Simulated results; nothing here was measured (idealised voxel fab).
process module | voxel wiring stack
Cross-section cut: width 270 nm, square cells of 5 nm.
In what follows, cross-sections appear as grids of square cells, described through bands that run from the top down, where every band is one or more rows of cells.
Heights first: top, then bottom, in nm. Then materials, left to right, each with a width in nm. "edge to edge" on a single material: fills the band edge to edge. "blank": empty space.
Ref level 0: as-received wafer is one material below here. Bottom band extends down with no lower bound ("0 down").
The width entry "30..40" should be interpreted row by row: the top row of cells in the band takes the first number, the bottom row takes the second number, and the change between adjacent rows is uniform throughout.
Step note "left unchanged" = no cross-section cell changed.
Closed-off voids of 8+ cells (no open route to the top) go in "Cavities, closed", written width x height at distance from the left edge, in nm.
It should be noted that, on the line of a given step, the content following the step's settings is a remark produced by the simulator itself with respect to that step.
A step line may carry the setting "overlay nm", which, for steps involving a mask, states the distance by which the mask lay to the right of its intended position; negative values denote displacement to the left.

The planned process steps are enumerated hereunder:
- 1: RECEIVE (material Si)
- 2: CONFORMAL_DEP (material SiO2; thk nm 15)
- 3: CONFORMAL_DEP (material SiCN; thk nm 5)
- 4: DIRECTIONAL_DEP (material SiO2; thk nm 25)
- 5: MASKED_ETCH (tone open; mask id METAL_1; width nm 20; pitch nm 40; etch materials SiO2; depth nm 25; overlay nm 0)
- 6: MASKED_ETCH (tone open; mask id METAL_1; width nm 20; pitch nm 40; etch materials SiCN; depth nm 5; overlay nm 0)
- 7: CONFORMAL_DEP (material TiN; thk nm 5)
- 8: FILL_DEP (material Cu; thk nm 5)
- 9: CMP (height nm 45)
- 10: EPI (material Ru; thk nm 5)
- 11: FILL_DEP (material SiCN; thk nm 5)
- 12: DIRECTIONAL_DEP (material lowk; thk nm 10)
- 13: MASKED_ETCH (tone open; mask id PLUG_1; width nm 15; pitch nm 40; etch materials lowk; depth nm 10; overlay nm 0)
- 14: MASKED_ETCH (tone open; mask id PLUG_1; width nm 15; pitch nm 40; etch materials SiCN; depth nm 5; overlay nm 0)
- 15: CONFORMAL_DEP (material TiN; thk nm 5)
- 16: FILL_DEP (material W; thk nm 10)
- 17: CMP (height nm 65)
- 18: DIRECTIONAL_DEP (material TiN; thk nm 5)
- 19: DIRECTIONAL_DEP (material W; thk nm 25)
- 20: MASKED_ETCH (tone cover; mask id METAL_2; width nm 20; pitch nm 40; etch materials W; depth nm 25; overlay nm 0)
- 21: MASKED_ETCH (tone cover; mask id METAL_2; width nm 20; pitch nm 40; etch materials TiN; depth nm 5; overlay nm 0)
- 22: CONFORMAL_DEP (material SiCN; thk nm 5)
- 23: FILL_DEP (material lowk; thk nm 10)
- 24: CMP (height nm 95)
- 25: CONFORMAL_DEP (material SiCN; thk nm 5)

Cross-section of the wafer at receipt, which is the condition after step 1:
  0 down | Si edge to edge
  Cavities, closed: none

Here's the cross-section of the first of our two wafers at the end of the module - it ran as planned:
  100 to 95 | SiCN edge to edge
  95 to 70 | lowk 100 nm, then SiCN 5 nm, then W 20 nm, then SiCN 5 nm, then lowk 10 nm, then SiCN 5 nm, then W 20 nm, then SiCN 5 nm, then lowk 100 nm
  70 to 65 | SiCN 105 nm, then TiN 20 nm, then SiCN 20 nm, then TiN 20 nm, then SiCN 105 nm
  65 to 55 | lowk 105 nm, then TiN 5 nm, then W 5 nm, then TiN 5 nm, then lowk 25 nm, then TiN 5 nm, then W 5 nm, then TiN 5 nm, then lowk 110 nm
  55 to 50 | SiCN 105 nm, then TiN 15 nm, then SiCN 25 nm, then TiN 15 nm, then SiCN 110 nm
  50 to 45 | SiCN 100 nm, then Ru 30 nm, then SiCN 10 nm, then Ru 30 nm, then SiCN 100 nm
  45 to 20 | SiO2 105 nm, then TiN 5 nm, then Cu 10 nm, then TiN 5 nm, then SiO2 20 nm, then TiN 5 nm, then Cu 10 nm, then TiN 5 nm, then SiO2 105 nm
  20 to 15 | SiCN 105 nm, then TiN 20 nm, then SiCN 20 nm, then TiN 20 nm, then SiCN 105 nm
  15 to 0 | SiO2 edge to edge
  0 down | Si edge to edge
  Cavities, closed: none

Here's the second of our two wafers sectioned at module end. Same start as the first, same plan, but one mistake got made running it:
  115 to 110 | SiCN edge to edge
  110 to 100 | lowk edge to edge
  100 to 95 | lowk 100 nm, then SiCN 30 nm, then lowk 10 nm, then SiCN 30 nm, then lowk 100 nm
  95 to 70 | lowk 100 nm, then SiCN 5 nm, then W 20 nm, then SiCN 5 nm, then lowk 10 nm, then SiCN 5 nm, then W 20 nm, then SiCN 5 nm, then lowk 100 nm
  70 to 65 | SiCN 105 nm, then TiN 20 nm, then SiCN 20 nm, then TiN 20 nm, then SiCN 105 nm
  65 to 55 | lowk 105 nm, then TiN 5 nm, then W 5 nm, then TiN 5 nm, then lowk 25 nm, then TiN 5 nm, then W 5 nm, then TiN 5 nm, then lowk 110 nm
  55 to 50 | SiCN 105 nm, then TiN 15 nm, then SiCN 25 nm, then TiN 15 nm, then SiCN 110 nm
  50 to 45 | SiCN 100 nm, then Ru 30 nm, then SiCN 10 nm, then Ru 30 nm, then SiCN 100 nm
  45 to 20 | SiO2 105 nm, then TiN 5 nm, then Cu 10 nm, then TiN 5 nm, then SiO2 20 nm, then TiN 5 nm, then Cu 10 nm, then TiN 5 nm, then SiO2 105 nm
  20 to 15 | SiCN 105 nm, then TiN 20 nm, then SiCN 20 nm, then TiN 20 nm, then SiCN 105 nm
  15 to 0 | SiO2 edge to edge
  0 down | Si edge to edge
  Cavities, closed: none
Short version of what went wrong: execution of step 24 of the plan did not take place, the step having been omitted
Count the cells at the end and the second wafer has more or fewer of some materials than the first: +12 SiCN; +150 lowk
